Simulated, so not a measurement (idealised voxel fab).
Module name: voxel ribs on slabs (process module)
The cross-section on display is named cut; it measures 295 nm wide, and its cells are 5 nm squares.
Just so we're on the same page, the cross-sections are grids of square cells, and they're listed out in bands top to bottom, each band one or more rows deep.
The band entry comprises the height of the band's top followed by the height of its bottom, expressed in nm, and subsequently the band's materials from left to right, each stated together with its width in nm. Where a single material is marked with the word "full width", that material fills the band from edge to edge. The word "blank" represents empty space.
Zero point of the height axis is 0; under it, received wafer = one material. Lowest band: continues down indefinitely, "top 0, no bottom".
The width entry "30->40" should be interpreted row by row: the top row of cells in the band takes the first number, the bottom row takes the second number, and the change between adjacent rows is uniform throughout.
Key: "same as before" - step with no changed cell in the cross-section.
So "Entrapped void list" is basically the list of trapped voids: any empty space of 8 cells or more that can't reach the top through an opening. They're written width x height at distance, the distance being from the left edge, and it's all nm.
Note: text after step settings on the step line = simulator remark on that step.
overlay nm: for a step with a mask, the amount by which the mask lay right of where it was planned; a negative amount means left of it.

## The process steps that were planned are listed below
| 1 | RECEIVE | material Si |
| 2 | DIRECTIONAL_DEP | material SiO2 | thk nm 20 |
| 3 | DIRECTIONAL_DEP | material SiN | thk nm 25 |
| 4 | MASKED_ETCH | tone cover | mask id RIB | width nm 30 | etch materials SiN | depth nm 5 | overlay nm 0 |
| 5 | PATTERN | tone cover | mask id SLAB | material resist | width nm 60 | thk nm 20 | overlay nm 0 |
| 6 | DIRECTIONAL_ETCH | etch materials SiN | depth nm 20 |
| 7 | STRIP | etch materials resist |
| 8 | FILL_DEP | material SiO2 | thk nm 25 |
| 9 | CMP | height nm 65 |
| 10 | DIRECTIONAL_DEP | material W | thk nm 5 |
| 11 | DIRECTIONAL_DEP | material aC | thk nm 10 |
| 12 | PATTERN | tone cover | mask id HEATER | material resist | width nm 30 | thk nm 30 | overlay nm 0 |
| 13 | DIRECTIONAL_ETCH | etch materials aC | depth nm 10 |
| 14 | STRIP | etch materials resist |
| 15 | DIRECTIONAL_ETCH | etch materials W | depth nm 5 |
| 16 | STRIP | etch materials aC |
| 17 | CONFORMAL_DEP | material SiO2 | thk nm 5 |
Split variable: width nm, step 12. Plan value = first wafer. Wafers start alike.

## First of several wafers, received after step 1, in cross-section
    top 0, no bottom: Si full width
    Entrapped void list: none

## After the module's final step, step 17: the first of several wafers in cross-section
    top 75, bottom 70: blank 125, SiO2 40, blank 130
    top 70, bottom 65: SiO2 130, W 30, SiO2 135
    top 65, bottom 45: SiO2 full width
    top 45, bottom 40: SiO2 130, SiN 30, SiO2 135
    top 40, bottom 20: SiO2 115, SiN 60, SiO2 120
    top 20, bottom 0: SiO2 full width
    top 0, no bottom: Si full width
    Entrapped void list: none

## At the end of the module, the last of several wafers in cross-section
    top 75, bottom 70: blank 115, SiO2 65, blank 115
    top 70, bottom 65: SiO2 120, W 55, SiO2 120
    top 65, bottom 45: SiO2 full width
    top 45, bottom 40: SiO2 130, SiN 30, SiO2 135
    top 40, bottom 20: SiO2 115, SiN 60, SiO2 120
    top 20, bottom 0: SiO2 full width
    top 0, no bottom: Si full width
    Entrapped void list: none

## Rows = wafers. At module end, each row lists per material the cells gained (+) or lost (-) since the wafer was received, then the closed voids
width nm 30 | +54 SiN | +774 SiO2 | +6 W | Entrapped void list: none
width nm 35 | +54 SiN | +774 SiO2 | +7 W | Entrapped void list: none
width nm 40 | +54 SiN | +774 SiO2 | +8 W | Entrapped void list: none
width nm 45 | +54 SiN | +774 SiO2 | +9 W | Entrapped void list: none
width nm 50 | +54 SiN | +774 SiO2 | +10 W | Entrapped void list: none
width nm 55 | +54 SiN | +774 SiO2 | +11 W | Entrapped void list: none
